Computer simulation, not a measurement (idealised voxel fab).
Documented hereafter: the process module known as voxel transistor to metal.
Displayed cross-section: cut, width of 280 nm, square cells sized 5 nm.
In what follows, cross-sections appear as grids of square cells, described through bands that run from the top down, where every band is one or more rows of cells. A band entry consists of two parts. The first gives the height of the band's top and the height of its bottom, in nm. The rest lists the band's materials from left to right, each with its width in nm. A single material labelled with the word "all across" fills the band from edge to edge, and the word "empty" marks empty space. Heights are expressed relative to 0, this being the level below which the as-received wafer comprises one material exclusively. The lowest band is unbounded in the downward direction and is denoted as in "top 0, no bottom". The two numbers in a width such as "30..40" mark its ends across the band: the first belongs to the top row of cells, the second to the bottom row, and from each row to the next the width moves by the same amount. Reading "nothing altered" for a step: not a cell of the cross-section changed in it. "Trapped voids" contains a list of empty spaces, each no smaller than 8 cells and without an open way to the top, written in the form width x height at distance with the distance from the left edge and all three in nm. If you see something after the settings on a step's line, that's the simulator's own remark about that step. overlay nm: right-of-plan distance of the mask on a masked step; negative values mean left-of-plan.

-- Steps planned for the process
- 1: RECEIVE (material Si)
- 2: OXIDIZE (depth nm 5)
- 3: CONFORMAL_DEP (material SiN; thk nm 15)
- 4: DIRECTIONAL_DEP (material aC; thk nm 10)
- 5: PATTERN (tone cover; mask id ACTIVE; material resist; width nm 100; pitch nm 125; thk nm 30; overlay nm 0)
- 6: DIRECTIONAL_ETCH (etch materials aC; depth nm 10)
- 7: STRIP (etch materials resist)
- 8: DIRECTIONAL_ETCH (etch materials SiN; depth nm 15)
- 9: DIRECTIONAL_ETCH (etch materials SiO2; depth nm 5)
- 10: DIRECTIONAL_ETCH (etch materials Si; depth nm 35)
- 11: STRIP (etch materials aC)
- 12: OXIDIZE (depth nm 5)
- 13: FILL_DEP (material SiO2; thk nm 5)
- 14: CMP (height nm 15)
- 15: SELECTIVE_ETCH (etch materials SiO2; depth nm 15)
- 16: STRIP (etch materials SiN)
- 17: SELECTIVE_ETCH (etch materials SiO2; depth nm 5)
- 18: OXIDIZE (depth nm 5)
- 19: DIRECTIONAL_DEP (material polySi; thk nm 20)
- 20: DIRECTIONAL_DEP (material SiCN; thk nm 15)
- 21: DIRECTIONAL_DEP (material aC; thk nm 10)
- 22: PATTERN (tone cover; mask id GATE; material resist; width nm 20; pitch nm 125; thk nm 30; overlay nm 0)
- 23: DIRECTIONAL_ETCH (etch materials aC; depth nm 10)
- 24: STRIP (etch materials resist)
- 25: DIRECTIONAL_ETCH (etch materials SiCN; depth nm 25)
- 26: DIRECTIONAL_ETCH (etch materials polySi; depth nm 30)
- 27: STRIP (etch materials aC)
- 28: CONFORMAL_DEP (material SiO2; thk nm 5)
- 29: DIRECTIONAL_ETCH (etch materials SiO2; depth nm 5)
- 30: CONFORMAL_DEP (material SiN; thk nm 10)
- 31: DIRECTIONAL_ETCH (etch materials SiN; depth nm 10)
- 32: DIRECTIONAL_ETCH (etch materials SiO2; depth nm 5)
- 33: DIRECTIONAL_ETCH (etch materials Si; depth nm 5)
- 34: EPI (material SiGe; thk nm 10)
- 35: FILL_DEP (material SiO2; thk nm 10)
- 36: CMP (height nm 30)
- 37: DIRECTIONAL_DEP (material SiO2; thk nm 15)
- 38: DIRECTIONAL_DEP (material aC; thk nm 15)
- 39: PATTERN (tone open; mask id CONTACT; material resist; width nm 25; thk nm 35; overlay nm 0)
- 40: DIRECTIONAL_ETCH (etch materials aC; depth nm 15)
- 41: STRIP (etch materials resist)
- 42: DIRECTIONAL_ETCH (etch materials SiO2; depth nm 50)
- 43: STRIP (etch materials aC)
- 44: CONFORMAL_DEP (material TiN; thk nm 5)
- 45: FILL_DEP (material Ru; thk nm 10)
- 46: CMP (height nm 45)
- 47: DIRECTIONAL_DEP (material TiN; thk nm 5)
- 48: DIRECTIONAL_DEP (material Ru; thk nm 15)
- 49: DIRECTIONAL_DEP (material aC; thk nm 10)
- 50: PATTERN (tone cover; mask id METAL_1; material resist; width nm 15; thk nm 25; overlay nm 0)
- 51: DIRECTIONAL_ETCH (etch materials aC; depth nm 10)
- 52: STRIP (etch materials resist)
- 53: DIRECTIONAL_ETCH (etch materials Ru; depth nm 15)
- 54: DIRECTIONAL_ETCH (etch materials TiN; depth nm 5)
- 55: STRIP (etch materials aC)
- 56: CONFORMAL_DEP (material SiCN; thk nm 5)
- 57: FILL_DEP (material lowk; thk nm 10)
- 58: CMP (height nm 65)
- 59: CONFORMAL_DEP (material SiN; thk nm 5)

-- Wafer as received: cross-section following step 1
  top 0, no bottom: Si all across
  Trapped voids: none

-- First of two wafers at the end of the module, shown in cross-section; run carried out as planned
  top 70, bottom 65: SiN all across
  top 65, bottom 50: lowk=30, SiCN=5, Ru=15, SiCN=5, lowk=40, SiCN=5, Ru=15, SiCN=5, lowk=35, SiCN=5, Ru=15, SiCN=5, lowk=40, SiCN=5, Ru=15, SiCN=5, lowk=35
  top 50, bottom 45: SiCN=35, TiN=15, SiCN=50, TiN=15, SiCN=45, TiN=15, SiCN=50, TiN=15, SiCN=40
  top 45, bottom 35: SiO2=35, TiN=5, Ru=15, TiN=5, SiO2=30, TiN=5, Ru=15, TiN=5, SiO2=45, TiN=5, Ru=15, TiN=5, SiO2=30, TiN=5, Ru=15, TiN=5, SiO2=40
  top 35, bottom 30: SiO2=35, TiN=5, Ru=5, TiN=15, SiO2=30, TiN=15, Ru=5, TiN=5, SiO2=45, TiN=5, Ru=5, TiN=15, SiO2=30, TiN=15, Ru=5, TiN=5, SiO2=40
  top 30, bottom 15: SiO2=35, TiN=5, Ru=5, TiN=5, SiN=10, SiO2=5, SiCN=20, SiO2=5, SiN=10, TiN=5, Ru=5, TiN=5, SiO2=45, TiN=5, Ru=5, TiN=5, SiN=10, SiO2=5, SiCN=20, SiO2=5, SiN=10, TiN=5, Ru=5, TiN=5, SiO2=40
  top 15, bottom 5: SiO2=35, TiN=5, Ru=5, TiN=5, SiN=10, SiO2=5, polySi=20, SiO2=5, SiN=10, TiN=5, Ru=5, TiN=5, SiO2=45, TiN=5, Ru=5, TiN=5, SiN=10, SiO2=5, polySi=20, SiO2=5, SiN=10, TiN=5, Ru=5, TiN=5, SiO2=40
  top 5, bottom 0: SiO2=35, TiN=15, SiN=10, SiO2=5, polySi=20, SiO2=5, SiN=10, TiN=15, SiO2=45, TiN=15, SiN=10, SiO2=5, polySi=20, SiO2=5, SiN=10, TiN=15, SiO2=40
  top 0, bottom -5: SiO2=35, TiN=5, SiGe=10, SiN=10, SiO2=5, polySi=20, SiO2=5, SiN=10, SiGe=10, TiN=5, SiO2=45, TiN=5, SiGe=10, SiN=10, SiO2=5, polySi=20, SiO2=5, SiN=10, SiGe=10, TiN=5, SiO2=40
  top -5, bottom -10: SiO2=25, SiGe=25, SiO2=50, SiGe=25, SiO2=25, SiGe=25, SiO2=50, SiGe=25, SiO2=30
  top -10, bottom -15: SiO2=30, SiGe=20, Si=50, SiGe=20, SiO2=35, SiGe=20, Si=50, SiGe=20, SiO2=35
  top -15, bottom -45: SiO2=30, Si=90, SiO2=35, Si=90, SiO2=35
  top -45, no bottom: Si all across
  Trapped voids: none

-- This is the second of the two wafers, cross-sectioned at the end of the module; it started exactly like the first and was given the same plan, but it was run with one mistake
  top 70, bottom 65: SiN all across
  top 65, bottom 50: lowk=30, SiCN=5, Ru=15, SiCN=5, lowk=40, SiCN=5, Ru=15, SiCN=5, lowk=35, SiCN=5, Ru=15, SiCN=5, lowk=40, SiCN=5, Ru=15, SiCN=5, lowk=35
  top 50, bottom 45: SiCN=35, TiN=15, SiCN=50, TiN=15, SiCN=45, TiN=15, SiCN=50, TiN=15, SiCN=40
  top 45, bottom 35: SiO2=45, TiN=5, Ru=15, TiN=5, SiO2=30, TiN=5, Ru=15, TiN=5, SiO2=45, TiN=5, Ru=15, TiN=5, SiO2=30, TiN=5, Ru=15, TiN=5, SiO2=30
  top 35, bottom 30: SiO2=45, TiN=25, SiO2=30, TiN=5, Ru=15, TiN=5, SiO2=45, TiN=25, SiO2=30, TiN=5, Ru=15, TiN=5, SiO2=30
  top 30, bottom 15: SiO2=45, TiN=5, SiN=10, TiN=5, SiCN=20, SiO2=5, SiN=10, TiN=5, Ru=15, TiN=5, SiO2=45, TiN=5, SiN=10, TiN=5, SiCN=20, SiO2=5, SiN=10, TiN=5, Ru=15, TiN=5, SiO2=30
  top 15, bottom 5: SiO2=45, TiN=5, SiN=10, TiN=5, polySi=20, SiO2=5, SiN=10, TiN=5, Ru=15, TiN=5, SiO2=45, TiN=5, SiN=10, TiN=5, polySi=20, SiO2=5, SiN=10, TiN=5, Ru=15, TiN=5, SiO2=30
  top 5, bottom 0: SiO2=45, TiN=5, SiN=10, TiN=5, polySi=20, SiO2=5, SiN=10, TiN=15, Ru=5, TiN=5, SiO2=45, TiN=5, SiN=10, TiN=5, polySi=20, SiO2=5, SiN=10, TiN=15, Ru=5, TiN=5, SiO2=30
  top 0, bottom -5: SiO2=40, SiGe=10, SiN=10, TiN=5, polySi=20, SiO2=5, SiN=10, SiGe=10, TiN=15, SiO2=40, SiGe=10, SiN=10, TiN=5, polySi=20, SiO2=5, SiN=10, SiGe=10, TiN=15, SiO2=30
  top -5, bottom -10: SiO2=25, SiGe=25, SiO2=50, SiGe=25, SiO2=25, SiGe=25, SiO2=50, SiGe=25, SiO2=30
  top -10, bottom -15: SiO2=30, SiGe=20, Si=50, SiGe=20, SiO2=35, SiGe=20, Si=50, SiGe=20, SiO2=35
  top -15, bottom -45: SiO2=30, Si=90, SiO2=35, Si=90, SiO2=35
  top -45, no bottom: Si all across
  Trapped voids: none
Short version of what went wrong: step 39 was run on a setting that differed from the plan, and what really ran there is PATTERN (tone open; mask id CONTACT; material resist; width nm 25; thk nm 35; overlay nm 10)
Final comparison by cell count, materials where the second wafer has more or fewer than the first: 14 more of Ru | 16 fewer of SiO2 | 2 more of TiN
